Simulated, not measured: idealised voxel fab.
Presented below is a process module, voxel released beams.
Shown is cross-section cut, with a width of 295 nm and square cells of size 5 nm.
This document writes a cross-section as a grid whose cells are square, and gives it as bands, listed from the top down; one or more rows of cells form a band. Top height, bottom height, nm. Materials left to right, width each, nm. Single material + "everywhere" = fills band edge to edge. "empty" = empty. Height reference: 0 = level under which incoming wafer is all one material. Lowest band: no bottom, runs on downward, e.g. "0 down". You'd read "30..40" like this: the band's top row of cells is as wide as the first number, its bottom row is as wide as the second, and going down, every row changes width by the same amount as the row before did. Where a step carries "left unchanged", the cross-section came out of it unchanged, cell for cell. Listed in "Voids, sealed": every empty space of 8 or more cells without an open way to the top. Form: width x height at distance, the distance being from the left edge, all in nm. Step line, after settings: the simulator's comment on this step. overlay nm: where the mask lay relative to plan, measured to the right, on steps with a mask; negatives go left.
[So here's the lineup of process steps we planned]
1: RECEIVE (material Si)
2: CONFORMAL_DEP (material Al2O3; thk nm 10)
3: DIRECTIONAL_DEP (material SiO2; thk nm 20)
4: MASKED_ETCH (tone open; mask id ANCHOR; width nm 35; etch materials SiO2; depth nm 20; overlay nm 0)
5: CONFORMAL_DEP (material W; thk nm 10)
6: DIRECTIONAL_DEP (material aC; thk nm 15)
7: PATTERN (tone cover; mask id BEAM; material resist; width nm 115; thk nm 35; overlay nm 0)
8: DIRECTIONAL_ETCH (etch materials aC; depth nm 15)
9: STRIP (etch materials resist)
10: DIRECTIONAL_ETCH (etch materials W; depth nm 10)
11: STRIP (etch materials aC)
12: STRIP (etch materials SiO2)
[Step 1 complete: cross-section of the wafer as received]
> 0 down | Si everywhere
> Voids, sealed: none
[Final cross-section, module run with one mistake (start and plan as above)]
> 0 down | Si everywhere
> Voids, sealed: none
It is concluded that the wafer was processed incorrectly with respect to the plan, in that step 2 did not use the planned setting and instead ran as CONFORMAL_DEP (material SiO2; thk nm 10)
